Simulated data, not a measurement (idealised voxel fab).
A process module follows: voxel wiring stack.
Square cell edge 5 nm, section width 230 nm, ID cut.
Cross-section spec: square-cell grid; bands listed top down; each band is one or more rows.
First you get the band's top height and its bottom height, in nm, and then the materials it's made of, left to right, with each width in nm. If you see a single material with "full width", that one covers the band edge to edge. "air" is empty space.
Zero point of the height axis is 0; under it, received wafer = one material. Lowest band: continues down indefinitely, "0 down".
Read "30->40" as a graded width: first number on top, second number at the bottom, same change between each pair of neighbouring rows.
Any step labelled "no change occurred" changed none of the cells in the cross-section.
"Sealed void inventory" - sealed voids, min. 8 cells, no opening to top; format: width x height at distance (distance from left edge; nm throughout).
Heads up: the bit after the settings on a step's line is the simulator's remark on that step.
Each step line may optionally specify "overlay nm", which for a step with a mask gives the rightward distance between the mask's planned place and where it lay, a negative value indicating the leftward direction.

The following list gives the planned process steps:
- 1: op RECEIVE | material Si
- 2: op CONFORMAL_DEP | material SiO2 | thk nm 10
- 3: op DIRECTIONAL_DEP | material TiN | thk nm 5
- 4: op DIRECTIONAL_DEP | material W | thk nm 20
- 5: op DIRECTIONAL_DEP | material aC | thk nm 15
- 6: op PATTERN | tone cover | mask id METAL_1 | material resist | width nm 30 | pitch nm 50 | thk nm 35 | overlay nm 0
- 7: op DIRECTIONAL_ETCH | etch materials aC | depth nm 15
- 8: op STRIP | etch materials resist
- 9: op DIRECTIONAL_ETCH | etch materials W | depth nm 20
- 10: op DIRECTIONAL_ETCH | etch materials TiN | depth nm 5
- 11: op STRIP | etch materials aC
- 12: op FILL_DEP | material SiO2 | thk nm 5
- 13: op CMP | height nm 35
- 14: op CONFORMAL_DEP | material SiCN | thk nm 5
- 15: op DIRECTIONAL_DEP | material SiO2 | thk nm 25
- 16: op DIRECTIONAL_DEP | material aC | thk nm 15
- 17: op PATTERN | tone open | mask id METAL_2 | material resist | width nm 30 | pitch nm 50 | thk nm 35 | overlay nm 0
- 18: op DIRECTIONAL_ETCH | etch materials aC | depth nm 15
- 19: op STRIP | etch materials resist
- 20: op DIRECTIONAL_ETCH | etch materials SiO2 | depth nm 15
- 21: op STRIP | etch materials aC
- 22: op PATTERN | tone open | mask id METAL_2_HOLES | material resist | width nm 15 | pitch nm 50 | thk nm 20 | overlay nm 0
- 23: op DIRECTIONAL_ETCH | etch materials SiO2 | depth nm 10
- 24: op DIRECTIONAL_ETCH | etch materials SiCN | depth nm 5
- 25: op STRIP | etch materials resist
- 26: op CONFORMAL_DEP | material TiN | thk nm 5
- 27: op FILL_DEP | material Cu | thk nm 5
- 28: op CMP | height nm 65
- 29: op CONFORMAL_DEP | material SiCN | thk nm 5
- 30: op DIRECTIONAL_DEP | material SiO2 | thk nm 30
- 31: op DIRECTIONAL_DEP | material aC | thk nm 10
- 32: op PATTERN | tone open | mask id METAL_3_HOLES | material resist | width nm 15 | pitch nm 50 | thk nm 30 | overlay nm 0
- 33: op DIRECTIONAL_ETCH | etch materials aC | depth nm 10
- 34: op STRIP | etch materials resist
- 35: op DIRECTIONAL_ETCH | etch materials SiO2 | depth nm 30
- 36: op STRIP | etch materials aC
- 37: op DIRECTIONAL_DEP | material aC | thk nm 15
- 38: op PATTERN | tone open | mask id METAL_3 | material resist | width nm 30 | pitch nm 50 | thk nm 35 | overlay nm 0
- 39: op DIRECTIONAL_ETCH | etch materials aC | depth nm 15
- 40: op STRIP | etch materials resist
- 41: op DIRECTIONAL_ETCH | etch materials SiO2 | depth nm 20
- 42: op DIRECTIONAL_ETCH | etch materials SiCN | depth nm 5
- 43: op STRIP | etch materials aC
- 44: op CONFORMAL_DEP | material TiN | thk nm 5
- 45: op FILL_DEP | material Cu | thk nm 10
- 46: op CMP | height nm 100
- 47: op CONFORMAL_DEP | material SiN | thk nm 5

Wafer as received: cross-section following step 1:
  0 down: Si full width
  Sealed void inventory: none

First of two wafers, end-of-module section, run followed plan:
  105 to 100: SiN full width
  100 to 85: 75 nm SiO2; 5 nm TiN; 20 nm Cu; 5 nm TiN; 20 nm SiO2; 5 nm TiN; 20 nm Cu; 5 nm TiN; 75 nm SiO2
  85 to 80: 75 nm SiO2; 5 nm TiN; 5 nm Cu; 20 nm TiN; 20 nm SiO2; 5 nm TiN; 5 nm Cu; 20 nm TiN; 75 nm SiO2
  80 to 70: 75 nm SiO2; 5 nm TiN; 5 nm Cu; 5 nm TiN; 35 nm SiO2; 5 nm TiN; 5 nm Cu; 5 nm TiN; 90 nm SiO2
  70 to 65: 75 nm SiCN; 15 nm TiN; 35 nm SiCN; 15 nm TiN; 90 nm SiCN
  65 to 55: 75 nm SiO2; 5 nm TiN; 20 nm Cu; 5 nm TiN; 20 nm SiO2; 5 nm TiN; 20 nm Cu; 5 nm TiN; 75 nm SiO2
  55 to 50: 75 nm SiO2; 5 nm TiN; 5 nm Cu; 20 nm TiN; 20 nm SiO2; 5 nm TiN; 5 nm Cu; 20 nm TiN; 75 nm SiO2
  50 to 40: 75 nm SiO2; 5 nm TiN; 5 nm Cu; 5 nm TiN; 35 nm SiO2; 5 nm TiN; 5 nm Cu; 5 nm TiN; 90 nm SiO2
  40 to 35: 75 nm SiCN; 15 nm TiN; 35 nm SiCN; 15 nm TiN; 90 nm SiCN
  35 to 15: 75 nm SiO2; 30 nm W; 20 nm SiO2; 30 nm W; 75 nm SiO2
  15 to 10: 75 nm SiO2; 30 nm TiN; 20 nm SiO2; 30 nm TiN; 75 nm SiO2
  10 to 0: SiO2 full width
  0 down: Si full width
  Sealed void inventory: none

End-of-module cross-section of the second wafer: identical starting point and process plan to the first, with one processing mistake:
  105 to 100: SiN full width
  100 to 85: 75 nm SiO2; 5 nm TiN; 20 nm Cu; 5 nm TiN; 20 nm SiO2; 5 nm TiN; 20 nm Cu; 5 nm TiN; 75 nm SiO2
  85 to 80: 75 nm SiO2; 5 nm TiN; 5 nm Cu; 20 nm TiN; 20 nm SiO2; 5 nm TiN; 5 nm Cu; 20 nm TiN; 75 nm SiO2
  80 to 70: 75 nm SiO2; 5 nm TiN; 5 nm Cu; 5 nm TiN; 35 nm SiO2; 5 nm TiN; 5 nm Cu; 5 nm TiN; 90 nm SiO2
  70 to 65: 75 nm SiCN; 15 nm TiN; 35 nm SiCN; 15 nm TiN; 90 nm SiCN
  65 to 55: 75 nm SiO2; 5 nm TiN; 20 nm Cu; 5 nm TiN; 20 nm SiO2; 5 nm TiN; 20 nm Cu; 5 nm TiN; 75 nm SiO2
  55 to 50: 75 nm SiO2; 5 nm TiN; 5 nm Cu; 20 nm TiN; 20 nm SiO2; 5 nm TiN; 5 nm Cu; 20 nm TiN; 75 nm SiO2
  50 to 40: 75 nm SiO2; 5 nm TiN; 5 nm Cu; 5 nm TiN; 35 nm SiO2; 5 nm TiN; 5 nm Cu; 5 nm TiN; 90 nm SiO2
  40 to 35: 75 nm SiCN; 15 nm TiN; 35 nm SiCN; 15 nm TiN; 90 nm SiCN
  35 to 30: SiO2 full width
  30 to 10: 75 nm SiO2; 30 nm W; 20 nm SiO2; 30 nm W; 75 nm SiO2
  10 to 0: SiO2 full width
  0 down: Si full width
  Sealed void inventory: none
Short version of what went wrong: skipped: plan step 3 (never run)
The second wafer ends with more or fewer cells of some materials than the first, per final count: SiO2 +12 | TiN -12
